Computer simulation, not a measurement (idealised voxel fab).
You're looking at the process module voxel wiring stack.
Square cells of 5 nm make up the cross-section cut, whose width is 235 nm.
A cross-section in this document is a grid of square cells, and it is written down as bands, the top band listed before the ones below it; a band is made up of one or more rows of cells. Read a band's entry like this: the first values are the height of its top and the height of its bottom in nm, and what follows is the sequence of materials from left to right, each with its width in nm. Note that "empty" is empty space, and that a single material marked "full width" reaches across the band from edge to edge. All heights in this document are referenced to 0, defined as the level beneath which the wafer, as received, consists entirely of one material. The lowest band is not bounded below; it extends indefinitely downward and is written in the form "from 0 down". Note: "30 to 40" means the width goes from the first number (top row of the band) to the second number (bottom row) in equal steps per row of cells. Step note "no change" = no cross-section cell changed. "Closed empty spaces": empty spaces of 8 cells or more with no open way to the top, each given as width x height at distance, distance from the left edge, all in nm. Whatever follows a step's settings on its line is a remark the simulator itself makes about that step. On any step carrying a mask, the "overlay nm" setting, if present on the step's line, tells how far right of its planned place the mask lay; negative values point to the left.
**The following list gives the planned process steps**
1) RECEIVE (material Si)
2) CONFORMAL_DEP (material SiO2; thk nm 15)
3) DIRECTIONAL_DEP (material TiN; thk nm 5)
4) DIRECTIONAL_DEP (material W; thk nm 25)
5) DIRECTIONAL_DEP (material aC; thk nm 15)
6) PATTERN (tone cover; mask id METAL_1; material resist; width nm 25; pitch nm 45; thk nm 35; overlay nm 0)
7) DIRECTIONAL_ETCH (etch materials aC; depth nm 15)
8) STRIP (etch materials resist)
9) DIRECTIONAL_ETCH (etch materials W; depth nm 25)
10) DIRECTIONAL_ETCH (etch materials TiN; depth nm 5)
11) STRIP (etch materials aC)
12) CONFORMAL_DEP (material SiCN; thk nm 5)
13) FILL_DEP (material lowk; thk nm 10)
14) CMP (height nm 45)
15) CONFORMAL_DEP (material SiCN; thk nm 5)
16) DIRECTIONAL_DEP (material SiO2; thk nm 30)
17) DIRECTIONAL_DEP (material aC; thk nm 15)
18) PATTERN (tone open; mask id METAL_2; material resist; width nm 25; pitch nm 45; thk nm 35; overlay nm 0)
19) DIRECTIONAL_ETCH (etch materials aC; depth nm 15)
20) STRIP (etch materials resist)
21) DIRECTIONAL_ETCH (etch materials SiO2; depth nm 15)
22) STRIP (etch materials aC)
23) MASKED_ETCH (tone open; mask id METAL_2_HOLES; width nm 15; pitch nm 45; etch materials SiO2; depth nm 15; overlay nm 0)
24) MASKED_ETCH (tone open; mask id METAL_2_HOLES; width nm 15; pitch nm 45; etch materials SiCN; depth nm 5; overlay nm 0)
25) CONFORMAL_DEP (material TiN; thk nm 5)
26) FILL_DEP (material Cu; thk nm 10)
27) CMP (height nm 80)
28) CONFORMAL_DEP (material SiCN; thk nm 5)
29) DIRECTIONAL_DEP (material SiO2; thk nm 25)
30) PATTERN (tone open; mask id METAL_3; material resist; width nm 25; pitch nm 45; thk nm 15; overlay nm 0)
31) DIRECTIONAL_ETCH (etch materials SiO2; depth nm 15)
32) STRIP (etch materials resist)
33) MASKED_ETCH (tone open; mask id METAL_3_HOLES; width nm 15; pitch nm 90; etch materials SiO2; depth nm 10; overlay nm 0)
34) MASKED_ETCH (tone open; mask id METAL_3_HOLES; width nm 15; pitch nm 90; etch materials SiCN; depth nm 5; overlay nm 0)
35) CONFORMAL_DEP (material TiN; thk nm 5)
36) FILL_DEP (material Cu; thk nm 10)
37) CMP (height nm 110)
38) CONFORMAL_DEP (material SiCN; thk nm 5)
**As-received wafer cross-section (after step 1)**
  from 0 down | Si full width
  Closed empty spaces: none
**Sectioned view, first of two wafers, at the close of the module, processed as intended in the plan**
  from 115 to 110 | SiCN full width
  from 110 to 100 | SiO2 (60) | TiN (5) | Cu (15) | TiN (5) | SiO2 (20) | TiN (5) | Cu (15) | TiN (5) | SiO2 (20) | TiN (5) | Cu (15) | TiN (5) | SiO2 (60)
  from 100 to 95 | SiO2 (60) | TiN (5) | Cu (5) | TiN (15) | SiO2 (20) | TiN (25) | SiO2 (20) | TiN (5) | Cu (5) | TiN (15) | SiO2 (60)
  from 95 to 85 | SiO2 (60) | TiN (5) | Cu (5) | TiN (5) | SiO2 (75) | TiN (5) | Cu (5) | TiN (5) | SiO2 (70)
  from 85 to 80 | SiCN (60) | TiN (15) | SiCN (75) | TiN (15) | SiCN (70)
  from 80 to 70 | SiO2 (60) | TiN (5) | Cu (15) | TiN (5) | SiO2 (20) | TiN (5) | Cu (15) | TiN (5) | SiO2 (20) | TiN (5) | Cu (15) | TiN (5) | SiO2 (60)
  from 70 to 65 | SiO2 (60) | TiN (5) | Cu (5) | TiN (15) | SiO2 (20) | TiN (5) | Cu (5) | TiN (15) | SiO2 (20) | TiN (5) | Cu (5) | TiN (15) | SiO2 (60)
  from 65 to 50 | SiO2 (60) | TiN (5) | Cu (5) | TiN (5) | SiO2 (30) | TiN (5) | Cu (5) | TiN (5) | SiO2 (30) | TiN (5) | Cu (5) | TiN (5) | SiO2 (70)
  from 50 to 45 | SiCN (60) | TiN (15) | SiCN (30) | TiN (15) | SiCN (30) | TiN (15) | SiCN (70)
  from 45 to 20 | lowk (55) | SiCN (5) | W (25) | SiCN (5) | lowk (10) | SiCN (5) | W (25) | SiCN (5) | lowk (10) | SiCN (5) | W (25) | SiCN (5) | lowk (55)
  from 20 to 15 | SiCN (60) | TiN (25) | SiCN (20) | TiN (25) | SiCN (20) | TiN (25) | SiCN (60)
  from 15 to 0 | SiO2 full width
  from 0 down | Si full width
  Closed empty spaces: none
**Wafer two, end of module, cross-section. Same start, same plan as wafer one. One mistake in the run**
  from 115 to 110 | SiCN full width
  from 110 to 100 | SiO2 (60) | TiN (5) | Cu (15) | TiN (5) | SiO2 (20) | TiN (5) | Cu (15) | TiN (5) | SiO2 (20) | TiN (5) | Cu (15) | TiN (5) | SiO2 (60)
  from 100 to 95 | SiO2 (60) | TiN (5) | Cu (5) | TiN (15) | SiO2 (20) | TiN (25) | SiO2 (20) | TiN (5) | Cu (5) | TiN (15) | SiO2 (60)
  from 95 to 90 | SiO2 (60) | TiN (5) | Cu (5) | TiN (5) | SiO2 (75) | TiN (5) | Cu (5) | TiN (5) | SiO2 (70)
  from 90 to 85 | SiO2 (60) | TiN (15) | SiO2 (75) | TiN (15) | SiO2 (70)
  from 85 to 80 | TiN full width
  from 80 to 70 | SiO2 (60) | TiN (5) | Cu (15) | TiN (5) | SiO2 (20) | TiN (5) | Cu (15) | TiN (5) | SiO2 (20) | TiN (5) | Cu (15) | TiN (5) | SiO2 (60)
  from 70 to 65 | SiO2 (60) | TiN (5) | Cu (5) | TiN (15) | SiO2 (20) | TiN (5) | Cu (5) | TiN (15) | SiO2 (20) | TiN (5) | Cu (5) | TiN (15) | SiO2 (60)
  from 65 to 50 | SiO2 (60) | TiN (5) | Cu (5) | TiN (5) | SiO2 (30) | TiN (5) | Cu (5) | TiN (5) | SiO2 (30) | TiN (5) | Cu (5) | TiN (5) | SiO2 (70)
  from 50 to 45 | SiCN (60) | TiN (15) | SiCN (30) | TiN (15) | SiCN (30) | TiN (15) | SiCN (70)
  from 45 to 20 | lowk (55) | SiCN (5) | W (25) | SiCN (5) | lowk (10) | SiCN (5) | W (25) | SiCN (5) | lowk (10) | SiCN (5) | W (25) | SiCN (5) | lowk (55)
  from 20 to 15 | SiCN (60) | TiN (25) | SiCN (20) | TiN (25) | SiCN (20) | TiN (25) | SiCN (60)
  from 15 to 0 | SiO2 full width
  from 0 down | Si full width
  Closed empty spaces: none
Finding, execution versus plan: step 28 changed vs plan, executed as CONFORMAL_DEP (material TiN; thk nm 5)
Final wafer comparison in cells, second versus first, more or fewer per material: Cu: 2 fewer, SiCN: 41 fewer, TiN: 43 more
